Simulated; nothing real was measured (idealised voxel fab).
process module | voxel transistor to metal
cross-section cut | 175 nm wide | cells 5 nm
A cross-section is a grid of square cells, given in bands from the top down. A band is one or more rows of cells.
Each band's line starts with the height of the band's top and of its bottom, in nm. Then come its materials from left to right, each with its width in nm. One material with "throughout" fills the band from edge to edge. "air" is empty space.
Height 0 is the level under which the wafer as received is all one material. The lowest band goes on downwards, as in "0 down".
A width such as "30 to 40" changes by the same amount from each row of cells to the next, from the band's top row to its bottom row.
"no change" after a step means that no cell of the cross-section changed.
closed voids: empty space of 8 cells or more with no open way to the top, each as width x height at its distance from the left edge, in nm
after a step's settings: what the simulator itself notes on the step
overlay nm, on a step with a mask: how far to the right of its planned place the mask lay; to the left if negative
plan
1 op RECEIVE | material Si
2 op OXIDIZE | depth nm 5
3 op CONFORMAL_DEP | material SiN | thk nm 15
4 op MASKED_ETCH | tone cover | mask id ACTIVE | width nm 105 | etch materials SiN | depth nm 15 | overlay nm 0
5 op MASKED_ETCH | tone cover | mask id ACTIVE | width nm 105 | etch materials SiO2 | depth nm 5 | overlay nm 0
6 op MASKED_ETCH | tone cover | mask id ACTIVE | width nm 105 | etch materials Si | depth nm 25 | overlay nm 0
7 op OXIDIZE | depth nm 5
8 op FILL_DEP | material SiO2 | thk nm 5
9 op CMP | height nm 15
10 op SELECTIVE_ETCH | etch materials SiO2 | depth nm 15
11 op STRIP | etch materials SiN
12 op SELECTIVE_ETCH | etch materials SiO2 | depth nm 5
13 op OXIDIZE | depth nm 5
14 op DIRECTIONAL_DEP | material polySi | thk nm 20
15 op DIRECTIONAL_DEP | material SiCN | thk nm 10
16 op DIRECTIONAL_DEP | material aC | thk nm 15
17 op PATTERN | tone cover | mask id GATE | material resist | width nm 35 | thk nm 35 | overlay nm 0
18 op DIRECTIONAL_ETCH | etch materials aC | depth nm 15
19 op STRIP | etch materials resist
20 op DIRECTIONAL_ETCH | etch materials SiCN | depth nm 20
21 op DIRECTIONAL_ETCH | etch materials polySi | depth nm 30
22 op STRIP | etch materials aC
23 op CONFORMAL_DEP | material SiN | thk nm 5
24 op DIRECTIONAL_ETCH | etch materials SiN | depth nm 5
25 op DIRECTIONAL_ETCH | etch materials SiO2 | depth nm 5
26 op DIRECTIONAL_ETCH | etch materials Si | depth nm 10
27 op EPI | material SiGe | thk nm 15
28 op FILL_DEP | material SiO2 | thk nm 5
29 op CMP | height nm 15
30 op STRIP | etch materials polySi
31 op SELECTIVE_ETCH | etch materials SiO2 | depth nm 5
32 op CONFORMAL_DEP | material HfO2 | thk nm 5
33 op CONFORMAL_DEP | material TiN | thk nm 5
34 op FILL_DEP | material W | thk nm 5
35 op CMP | height nm 10
36 op DIRECTIONAL_DEP | material SiO2 | thk nm 15
37 op MASKED_ETCH | tone open | mask id CONTACT | width nm 15 | pitch nm 80 | etch materials SiO2 | depth nm 30 | overlay nm 0
38 op CONFORMAL_DEP | material TiN | thk nm 5
39 op FILL_DEP | material W | thk nm 5
40 op CMP | height nm 25
41 op DIRECTIONAL_DEP | material TiN | thk nm 5
42 op DIRECTIONAL_DEP | material W | thk nm 15
43 op MASKED_ETCH | tone cover | mask id METAL_1 | width nm 15 | pitch nm 80 | etch materials W | depth nm 15 | overlay nm 0
44 op MASKED_ETCH | tone cover | mask id METAL_1 | width nm 15 | pitch nm 80 | etch materials TiN | depth nm 5 | overlay nm 0
45 op CONFORMAL_DEP | material SiCN | thk nm 5
46 op FILL_DEP | material lowk | thk nm 5
47 op CMP | height nm 45
48 op CONFORMAL_DEP | material SiCN | thk nm 5
49 op DIRECTIONAL_DEP | material SiO2 | thk nm 30
50 op PATTERN | tone open | mask id METAL_2 | material resist | width nm 15 | pitch nm 80 | thk nm 15 | overlay nm 0
51 op DIRECTIONAL_ETCH | etch materials SiO2 | depth nm 15
52 op STRIP | etch materials resist
53 op DIRECTIONAL_DEP | material aC | thk nm 10
54 op PATTERN | tone open | mask id METAL_2_HOLES | material resist | width nm 15 | pitch nm 80 | thk nm 30 | overlay nm 0
55 op DIRECTIONAL_ETCH | etch materials aC | depth nm 10
56 op STRIP | etch materials resist
57 op DIRECTIONAL_ETCH | etch materials SiO2 | depth nm 15
58 op DIRECTIONAL_ETCH | etch materials SiCN | depth nm 5
59 op STRIP | etch materials aC
60 op CONFORMAL_DEP | material TiN | thk nm 5
61 op FILL_DEP | material Cu | thk nm 10
62 op CMP | height nm 80
63 op CONFORMAL_DEP | material SiCN | thk nm 5
first wafer, as planned
as received, after step 1
  0 down: Si throughout
  closed voids: none
after step 2
  0 to -5: SiO2 throughout
  below -5: unchanged
after step 3
  15 to 0: SiN throughout
  below 0: unchanged
after step 4
  15 to 0: air 35 | SiN 105 | air 35
  below 0: unchanged
after step 5
  15 to 0: air 35 | SiN 105 | air 35
  0 to -5: air 35 | SiO2 105 | air 35
  below -5: unchanged
after step 6
  15 to 0: air 35 | SiN 105 | air 35
  0 to -5: air 35 | SiO2 105 | air 35
  -5 to -30: air 35 | Si 105 | air 35
  below -30: unchanged
after step 7
  15 to 0: air 35 | SiN 105 | air 35
  0 to -5: air 35 | SiO2 105 | air 35
  -5 to -30: air 35 | SiO2 5 | Si 95 | SiO2 5 | air 35
  -30 to -35: SiO2 40 | Si 95 | SiO2 40
  below -35: unchanged
after step 8
  20 to 15: SiO2 throughout
  15 to 0: SiO2 35 | SiN 105 | SiO2 35
  0 to -5: SiO2 throughout
  -5 to -35: SiO2 40 | Si 95 | SiO2 40
  below -35: unchanged
after step 9
  15 to 0: SiO2 35 | SiN 105 | SiO2 35
  below 0: unchanged
after step 10
  15 to 0: air 35 | SiN 105 | air 35
  below 0: unchanged
after step 11
  0 to -5: SiO2 throughout
  below -5: unchanged
after step 12
  -5 to -35: SiO2 40 | Si 95 | SiO2 40
  below -35: unchanged
after step 13
  -5 to -10: SiO2 throughout
  below -10: unchanged
after step 14
  15 to -5: polySi throughout
  below -5: unchanged
after step 15
  25 to 15: SiCN throughout
  below 15: unchanged
after step 16
  40 to 25: aC throughout
  below 25: unchanged
after step 17
  75 to 40: air 70 | resist 35 | air 70
  below 40: unchanged
after step 18
  60 to 40: air 70 | resist 35 | air 70
  40 to 25: air 70 | aC 35 | air 70
  below 25: unchanged
after step 19
  40 to 25: air 70 | aC 35 | air 70
  below 25: unchanged
after step 20
  40 to 25: air 70 | aC 35 | air 70
  25 to 15: air 70 | SiCN 35 | air 70
  below 15: unchanged
after step 21
  40 to 25: air 70 | aC 35 | air 70
  25 to 15: air 70 | SiCN 35 | air 70
  15 to -5: air 70 | polySi 35 | air 70
  below -5: unchanged
after step 22
  25 to 15: air 70 | SiCN 35 | air 70
  below 15: unchanged
after step 23
  30 to 25: air 65 | SiN 45 | air 65
  25 to 15: air 65 | SiN 5 | SiCN 35 | SiN 5 | air 65
  15 to 0: air 65 | SiN 5 | polySi 35 | SiN 5 | air 65
  0 to -5: SiN 70 | polySi 35 | SiN 70
  below -5: unchanged
after step 24
  25 to 15: air 65 | SiN 5 | SiCN 35 | SiN 5 | air 65
  15 to -5: air 65 | SiN 5 | polySi 35 | SiN 5 | air 65
  below -5: unchanged
after step 25
  25 to 15: air 65 | SiN 5 | SiCN 35 | SiN 5 | air 65
  15 to -5: air 65 | SiN 5 | polySi 35 | SiN 5 | air 65
  -5 to -10: air 65 | SiO2 45 | air 65
  below -10: unchanged
after step 26
  25 to 15: air 65 | SiN 5 | SiCN 35 | SiN 5 | air 65
  15 to -5: air 65 | SiN 5 | polySi 35 | SiN 5 | air 65
  -5 to -10: air 65 | SiO2 45 | air 65
  -10 to -20: SiO2 40 | air 25 | Si 45 | air 25 | SiO2 40
  below -20: unchanged
after step 27
  25 to 15: air 65 | SiN 5 | SiCN 35 | SiN 5 | air 65
  15 to 5: air 65 | SiN 5 | polySi 35 | SiN 5 | air 65
  5 to -5: air 50 | SiGe 15 | SiN 5 | polySi 35 | SiN 5 | SiGe 15 | air 50
  -5 to -10: air 35 | SiGe 30 | SiO2 45 | SiGe 30 | air 35
  -10 to -20: SiO2 40 | SiGe 25 | Si 45 | SiGe 25 | SiO2 40
  below -20: unchanged
after step 28
  30 to 25: SiO2 throughout
  25 to 15: SiO2 65 | SiN 5 | SiCN 35 | SiN 5 | SiO2 65
  15 to 5: SiO2 65 | SiN 5 | polySi 35 | SiN 5 | SiO2 65
  5 to -5: SiO2 50 | SiGe 15 | SiN 5 | polySi 35 | SiN 5 | SiGe 15 | SiO2 50
  -5 to -10: SiO2 35 | SiGe 30 | SiO2 45 | SiGe 30 | SiO2 35
  below -10: unchanged
after step 29
  15 to 5: SiO2 65 | SiN 5 | polySi 35 | SiN 5 | SiO2 65
  below 5: unchanged
after step 30
  15 to 5: SiO2 65 | SiN 5 | air 35 | SiN 5 | SiO2 65
  5 to -5: SiO2 50 | SiGe 15 | SiN 5 | air 35 | SiN 5 | SiGe 15 | SiO2 50
  below -5: unchanged
after step 31
  15 to 10: air 65 | SiN 5 | air 35 | SiN 5 | air 65
  10 to 5: SiO2 65 | SiN 5 | air 35 | SiN 5 | SiO2 65
  5 to -5: SiO2 50 | SiGe 15 | SiN 5 | air 35 | SiN 5 | SiGe 15 | SiO2 50
  -5 to -10: SiO2 35 | SiGe 30 | air 45 | SiGe 30 | SiO2 35
  below -10: unchanged
after step 32
  20 to 15: air 60 | HfO2 15 | air 25 | HfO2 15 | air 60
  15 to 10: HfO2 65 | SiN 5 | HfO2 5 | air 25 | HfO2 5 | SiN 5 | HfO2 65
  10 to 5: SiO2 65 | SiN 5 | HfO2 5 | air 25 | HfO2 5 | SiN 5 | SiO2 65
  5 to -5: SiO2 50 | SiGe 15 | SiN 5 | HfO2 5 | air 25 | HfO2 5 | SiN 5 | SiGe 15 | SiO2 50
  -5 to -10: SiO2 35 | SiGe 30 | HfO2 45 | SiGe 30 | SiO2 35
  below -10: unchanged
after step 33
  25 to 20: air 55 | TiN 25 | air 15 | TiN 25 | air 55
  20 to 15: TiN 60 | HfO2 15 | TiN 5 | air 15 | TiN 5 | HfO2 15 | TiN 60
  15 to 10: HfO2 65 | SiN 5 | HfO2 5 | TiN 5 | air 15 | TiN 5 | HfO2 5 | SiN 5 | HfO2 65
  10 to 5: SiO2 65 | SiN 5 | HfO2 5 | TiN 5 | air 15 | TiN 5 | HfO2 5 | SiN 5 | SiO2 65
  5 to 0: SiO2 50 | SiGe 15 | SiN 5 | HfO2 5 | TiN 5 | air 15 | TiN 5 | HfO2 5 | SiN 5 | SiGe 15 | SiO2 50
  0 to -5: SiO2 50 | SiGe 15 | SiN 5 | HfO2 5 | TiN 25 | HfO2 5 | SiN 5 | SiGe 15 | SiO2 50
  below -5: unchanged
after step 34
  30 to 25: W throughout
  25 to 20: W 55 | TiN 25 | W 15 | TiN 25 | W 55
  20 to 15: TiN 60 | HfO2 15 | TiN 5 | W 15 | TiN 5 | HfO2 15 | TiN 60
  15 to 10: HfO2 65 | SiN 5 | HfO2 5 | TiN 5 | W 15 | TiN 5 | HfO2 5 | SiN 5 | HfO2 65
  10 to 5: SiO2 65 | SiN 5 | HfO2 5 | TiN 5 | W 15 | TiN 5 | HfO2 5 | SiN 5 | SiO2 65
  5 to 0: SiO2 50 | SiGe 15 | SiN 5 | HfO2 5 | TiN 5 | W 15 | TiN 5 | HfO2 5 | SiN 5 | SiGe 15 | SiO2 50
  below 0: unchanged
after step 35
  10 to 5: SiO2 65 | SiN 5 | HfO2 5 | TiN 5 | W 15 | TiN 5 | HfO2 5 | SiN 5 | SiO2 65
  below 5: unchanged
after step 36
  25 to 10: SiO2 throughout
  below 10: unchanged
after step 37
  25 to 10: SiO2 40 | air 15 | SiO2 65 | air 15 | SiO2 40
  10 to 5: SiO2 40 | air 15 | SiO2 10 | SiN 5 | HfO2 5 | TiN 5 | W 15 | TiN 5 | HfO2 5 | SiN 5 | SiO2 10 | air 15 | SiO2 40
  5 to 0: SiO2 40 | air 10 | SiGe 15 | SiN 5 | HfO2 5 | TiN 5 | W 15 | TiN 5 | HfO2 5 | SiN 5 | SiGe 15 | air 10 | SiO2 40
  0 to -5: SiO2 40 | air 10 | SiGe 15 | SiN 5 | HfO2 5 | TiN 25 | HfO2 5 | SiN 5 | SiGe 15 | air 10 | SiO2 40
  below -5: unchanged
after step 38
  30 to 25: TiN 45 | air 5 | TiN 75 | air 5 | TiN 45
  25 to 10: SiO2 40 | TiN 5 | air 5 | TiN 5 | SiO2 65 | TiN 5 | air 5 | TiN 5 | SiO2 40
  10 to 5: SiO2 40 | TiN 15 | SiO2 10 | SiN 5 | HfO2 5 | TiN 5 | W 15 | TiN 5 | HfO2 5 | SiN 5 | SiO2 10 | TiN 15 | SiO2 40
  5 to 0: SiO2 40 | TiN 10 | SiGe 15 | SiN 5 | HfO2 5 | TiN 5 | W 15 | TiN 5 | HfO2 5 | SiN 5 | SiGe 15 | TiN 10 | SiO2 40
  0 to -5: SiO2 40 | TiN 10 | SiGe 15 | SiN 5 | HfO2 5 | TiN 25 | HfO2 5 | SiN 5 | SiGe 15 | TiN 10 | SiO2 40
  below -5: unchanged
after step 39
  35 to 30: W throughout
  30 to 25: TiN 45 | W 5 | TiN 75 | W 5 | TiN 45
  25 to 10: SiO2 40 | TiN 5 | W 5 | TiN 5 | SiO2 65 | TiN 5 | W 5 | TiN 5 | SiO2 40
  below 10: unchanged
after step 40
  25 to 10: SiO2 40 | TiN 5 | W 5 | TiN 5 | SiO2 65 | TiN 5 | W 5 | TiN 5 | SiO2 40
  below 10: unchanged
after step 41
  30 to 25: TiN throughout
  below 25: unchanged
after step 42
  45 to 30: W throughout
  below 30: unchanged
after step 43
  45 to 30: air 40 | W 15 | air 65 | W 15 | air 40
  below 30: unchanged
after step 44
  45 to 30: air 40 | W 15 | air 65 | W 15 | air 40
  30 to 25: air 40 | TiN 15 | air 65 | TiN 15 | air 40
  below 25: unchanged
after step 45
  50 to 45: air 35 | SiCN 25 | air 55 | SiCN 25 | air 35
  45 to 30: air 35 | SiCN 5 | W 15 | SiCN 5 | air 55 | SiCN 5 | W 15 | SiCN 5 | air 35
  30 to 25: SiCN 40 | TiN 15 | SiCN 65 | TiN 15 | SiCN 40
  below 25: unchanged
after step 46
  55 to 50: lowk throughout
  50 to 45: lowk 35 | SiCN 25 | lowk 55 | SiCN 25 | lowk 35
  45 to 30: lowk 35 | SiCN 5 | W 15 | SiCN 5 | lowk 55 | SiCN 5 | W 15 | SiCN 5 | lowk 35
  below 30: unchanged
after step 47
  45 to 30: lowk 35 | SiCN 5 | W 15 | SiCN 5 | lowk 55 | SiCN 5 | W 15 | SiCN 5 | lowk 35
  below 30: unchanged
after step 48
  50 to 45: SiCN throughout
  below 45: unchanged
after step 49
  80 to 50: SiO2 throughout
  below 50: unchanged
after step 50
  95 to 80: resist 40 | air 15 | resist 65 | air 15 | resist 40
  below 80: unchanged
after step 51
  95 to 80: resist 40 | air 15 | resist 65 | air 15 | resist 40
  80 to 65: SiO2 40 | air 15 | SiO2 65 | air 15 | SiO2 40
  below 65: unchanged
after step 52
  80 to 65: SiO2 40 | air 15 | SiO2 65 | air 15 | SiO2 40
  below 65: unchanged
after step 53
  90 to 80: aC 40 | air 15 | aC 65 | air 15 | aC 40
  80 to 75: SiO2 40 | air 15 | SiO2 65 | air 15 | SiO2 40
  75 to 65: SiO2 40 | aC 15 | SiO2 65 | aC 15 | SiO2 40
  below 65: unchanged
after step 54
  120 to 90: resist 40 | air 15 | resist 65 | air 15 | resist 40
  below 90: unchanged
after step 55
  110 to 90: resist 40 | air 15 | resist 65 | air 15 | resist 40
  90 to 80: aC 40 | air 15 | aC 65 | air 15 | aC 40
  80 to 65: SiO2 40 | air 15 | SiO2 65 | air 15 | SiO2 40
  below 65: unchanged
after step 56
  90 to 80: aC 40 | air 15 | aC 65 | air 15 | aC 40
  below 80: unchanged
after step 57
  90 to 80: aC 40 | air 15 | aC 65 | air 15 | aC 40
  80 to 50: SiO2 40 | air 15 | SiO2 65 | air 15 | SiO2 40
  below 50: unchanged
after step 58
  90 to 80: aC 40 | air 15 | aC 65 | air 15 | aC 40
  80 to 50: SiO2 40 | air 15 | SiO2 65 | air 15 | SiO2 40
  50 to 45: SiCN 40 | air 15 | SiCN 65 | air 15 | SiCN 40
  below 45: unchanged
after step 59
  80 to 50: SiO2 40 | air 15 | SiO2 65 | air 15 | SiO2 40
  below 50: unchanged
after step 60
  85 to 80: TiN 45 | air 5 | TiN 75 | air 5 | TiN 45
  80 to 50: SiO2 40 | TiN 5 | air 5 | TiN 5 | SiO2 65 | TiN 5 | air 5 | TiN 5 | SiO2 40
  50 to 45: SiCN 40 | TiN 15 | SiCN 65 | TiN 15 | SiCN 40
  below 45: unchanged
after step 61
  95 to 85: Cu throughout
  85 to 80: TiN 45 | Cu 5 | TiN 75 | Cu 5 | TiN 45
  80 to 50: SiO2 40 | TiN 5 | Cu 5 | TiN 5 | SiO2 65 | TiN 5 | Cu 5 | TiN 5 | SiO2 40
  below 50: unchanged
after step 62
  80 to 50: SiO2 40 | TiN 5 | Cu 5 | TiN 5 | SiO2 65 | TiN 5 | Cu 5 | TiN 5 | SiO2 40
  below 50: unchanged
after step 63
  85 to 80: SiCN throughout
  below 80: unchanged
second wafer: like start, like plan, one mistake. Through step 36 it matches the first wafer
when step 37 should have ended
  25 to 10: SiO2 45 | air 15 | SiO2 65 | air 15 | SiO2 35
  10 to 5: SiO2 45 | air 15 | SiO2 5 | SiN 5 | HfO2 5 | TiN 5 | W 15 | TiN 5 | HfO2 5 | SiN 5 | SiO2 15 | air 15 | SiO2 35
  5 to 0: SiO2 45 | air 5 | SiGe 15 | SiN 5 | HfO2 5 | TiN 5 | W 15 | TiN 5 | HfO2 5 | SiN 5 | SiGe 15 | air 15 | SiO2 35
  0 to -5: SiO2 45 | air 5 | SiGe 15 | SiN 5 | HfO2 5 | TiN 25 | HfO2 5 | SiN 5 | SiGe 15 | air 15 | SiO2 35
  below -5: unchanged
when step 38 should have ended
  30 to 25: TiN 50 | air 5 | TiN 75 | air 5 | TiN 40
  25 to 10: SiO2 45 | TiN 5 | air 5 | TiN 5 | SiO2 65 | TiN 5 | air 5 | TiN 5 | SiO2 35
  10 to 5: SiO2 45 | TiN 15 | SiO2 5 | SiN 5 | HfO2 5 | TiN 5 | W 15 | TiN 5 | HfO2 5 | SiN 5 | SiO2 15 | TiN 5 | air 5 | TiN 5 | SiO2 35
  5 to 0: SiO2 45 | TiN 5 | SiGe 15 | SiN 5 | HfO2 5 | TiN 5 | W 15 | TiN 5 | HfO2 5 | SiN 5 | SiGe 15 | TiN 5 | air 5 | TiN 5 | SiO2 35
  0 to -5: SiO2 45 | TiN 5 | SiGe 15 | SiN 5 | HfO2 5 | TiN 25 | HfO2 5 | SiN 5 | SiGe 15 | TiN 15 | SiO2 35
  below -5: unchanged
when step 39 should have ended
  35 to 30: W throughout
  30 to 25: TiN 50 | W 5 | TiN 75 | W 5 | TiN 40
  25 to 10: SiO2 45 | TiN 5 | W 5 | TiN 5 | SiO2 65 | TiN 5 | W 5 | TiN 5 | SiO2 35
  10 to 5: SiO2 45 | TiN 15 | SiO2 5 | SiN 5 | HfO2 5 | TiN 5 | W 15 | TiN 5 | HfO2 5 | SiN 5 | SiO2 15 | TiN 5 | W 5 | TiN 5 | SiO2 35
  5 to 0: SiO2 45 | TiN 5 | SiGe 15 | SiN 5 | HfO2 5 | TiN 5 | W 15 | TiN 5 | HfO2 5 | SiN 5 | SiGe 15 | TiN 5 | W 5 | TiN 5 | SiO2 35
  below 0: unchanged
when step 40 should have ended
  25 to 10: SiO2 45 | TiN 5 | W 5 | TiN 5 | SiO2 65 | TiN 5 | W 5 | TiN 5 | SiO2 35
  below 10: unchanged
when step 41 should have ended
  30 to 25: TiN throughout
  below 25: unchanged
when step 42 should have ended
  45 to 30: W throughout
  below 30: unchanged
when step 43 should have ended
  45 to 30: air 40 | W 15 | air 65 | W 15 | air 40
  below 30: unchanged
when step 44 should have ended
  45 to 30: air 40 | W 15 | air 65 | W 15 | air 40
  30 to 25: air 40 | TiN 15 | air 65 | TiN 15 | air 40
  below 25: unchanged
when step 45 should have ended
  50 to 45: air 35 | SiCN 25 | air 55 | SiCN 25 | air 35
  45 to 30: air 35 | SiCN 5 | W 15 | SiCN 5 | air 55 | SiCN 5 | W 15 | SiCN 5 | air 35
  30 to 25: SiCN 40 | TiN 15 | SiCN 65 | TiN 15 | SiCN 40
  below 25: unchanged
when step 46 should have ended
  55 to 50: lowk throughout
  50 to 45: lowk 35 | SiCN 25 | lowk 55 | SiCN 25 | lowk 35
  45 to 30: lowk 35 | SiCN 5 | W 15 | SiCN 5 | lowk 55 | SiCN 5 | W 15 | SiCN 5 | lowk 35
  below 30: unchanged
when step 47 should have ended
  45 to 30: lowk 35 | SiCN 5 | W 15 | SiCN 5 | lowk 55 | SiCN 5 | W 15 | SiCN 5 | lowk 35
  below 30: unchanged
when step 48 should have ended
  50 to 45: SiCN throughout
  below 45: unchanged
when step 49 should have ended
  80 to 50: SiO2 throughout
  below 50: unchanged
when step 50 should have ended
  95 to 80: resist 40 | air 15 | resist 65 | air 15 | resist 40
  below 80: unchanged
when step 51 should have ended
  95 to 80: resist 40 | air 15 | resist 65 | air 15 | resist 40
  80 to 65: SiO2 40 | air 15 | SiO2 65 | air 15 | SiO2 40
  below 65: unchanged
when step 52 should have ended
  80 to 65: SiO2 40 | air 15 | SiO2 65 | air 15 | SiO2 40
  below 65: unchanged
when step 53 should have ended
  90 to 80: aC 40 | air 15 | aC 65 | air 15 | aC 40
  80 to 75: SiO2 40 | air 15 | SiO2 65 | air 15 | SiO2 40
  75 to 65: SiO2 40 | aC 15 | SiO2 65 | aC 15 | SiO2 40
  below 65: unchanged
when step 54 should have ended
  120 to 90: resist 40 | air 15 | resist 65 | air 15 | resist 40
  below 90: unchanged
when step 55 should have ended
  110 to 90: resist 40 | air 15 | resist 65 | air 15 | resist 40
  90 to 80: aC 40 | air 15 | aC 65 | air 15 | aC 40
  80 to 65: SiO2 40 | air 15 | SiO2 65 | air 15 | SiO2 40
  below 65: unchanged
when step 56 should have ended
  90 to 80: aC 40 | air 15 | aC 65 | air 15 | aC 40
  below 80: unchanged
when step 57 should have ended
  90 to 80: aC 40 | air 15 | aC 65 | air 15 | aC 40
  80 to 50: SiO2 40 | air 15 | SiO2 65 | air 15 | SiO2 40
  below 50: unchanged
when step 58 should have ended
  90 to 80: aC 40 | air 15 | aC 65 | air 15 | aC 40
  80 to 50: SiO2 40 | air 15 | SiO2 65 | air 15 | SiO2 40
  50 to 45: SiCN 40 | air 15 | SiCN 65 | air 15 | SiCN 40
  below 45: unchanged
when step 59 should have ended
  80 to 50: SiO2 40 | air 15 | SiO2 65 | air 15 | SiO2 40
  below 50: unchanged
when step 60 should have ended
  85 to 80: TiN 45 | air 5 | TiN 75 | air 5 | TiN 45
  80 to 50: SiO2 40 | TiN 5 | air 5 | TiN 5 | SiO2 65 | TiN 5 | air 5 | TiN 5 | SiO2 40
  50 to 45: SiCN 40 | TiN 15 | SiCN 65 | TiN 15 | SiCN 40
  below 45: unchanged
when step 61 should have ended
  95 to 85: Cu throughout
  85 to 80: TiN 45 | Cu 5 | TiN 75 | Cu 5 | TiN 45
  80 to 50: SiO2 40 | TiN 5 | Cu 5 | TiN 5 | SiO2 65 | TiN 5 | Cu 5 | TiN 5 | SiO2 40
  below 50: unchanged
when step 62 should have ended
  80 to 50: SiO2 40 | TiN 5 | Cu 5 | TiN 5 | SiO2 65 | TiN 5 | Cu 5 | TiN 5 | SiO2 40
  below 50: unchanged
when step 63 should have ended
  85 to 80: SiCN throughout
  below 80: unchanged
what went wrong: step 37 ran as: op MASKED_ETCH | tone open | mask id CONTACT | width nm 15 | pitch nm 80 | etch materials SiO2 | depth nm 30 | overlay nm 5
at the end the second wafer has, in cells: 2 fewer of TiN | 2 more of W
